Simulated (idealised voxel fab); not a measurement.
process module | voxel released beams
cross-section cut | 140 nm wide | cells 5 nm
A cross-section is a grid of square cells, given in bands from the top down. A band is one or more rows of cells.
Each band's line starts with the height of the band's top and of its bottom, in nm. Then come its materials from left to right, each with its width in nm. One material with "throughout" fills the band from edge to edge. "air" is empty space.
Height 0 is the level under which the wafer as received is all one material. The lowest band goes on downwards, as in "0 down".
A width such as "30 to 40" changes by the same amount from each row of cells to the next, from the band's top row to its bottom row.
"no change" after a step means that no cell of the cross-section changed.
closed voids: empty space of 8 cells or more with no open way to the top, each as width x height at its distance from the left edge, in nm
after a step's settings: what the simulator itself notes on the step
overlay nm, on a step with a mask: how far to the right of its planned place the mask lay; to the left if negative
plan
1 op RECEIVE | material Si
2 op CONFORMAL_DEP | material Al2O3 | thk nm 10
3 op DIRECTIONAL_DEP | material SiO2 | thk nm 15
4 op MASKED_ETCH | tone open | mask id ANCHOR | width nm 25 | etch materials SiO2 | depth nm 15 | overlay nm 0
5 op CONFORMAL_DEP | material W | thk nm 10
6 op MASKED_ETCH | tone cover | mask id BEAM | width nm 70 | etch materials W | depth nm 10 | overlay nm 0
7 op STRIP | etch materials SiO2
as received, after step 1
  0 down: Si throughout
  closed voids: none
a wafer at the end: this start, this plan, one mistake
  25 to 20: air 30 | W 15 | air 5 | W 50 | air 40
  20 to 10: air 30 to 35 | W 70 to 25 | air 40 to 80
  10 to 0: Al2O3 throughout
  0 down: Si throughout
  closed voids: none
what went wrong: step 3 ran as: op DIRECTIONAL_DEP | material SiO2 | thk nm 5
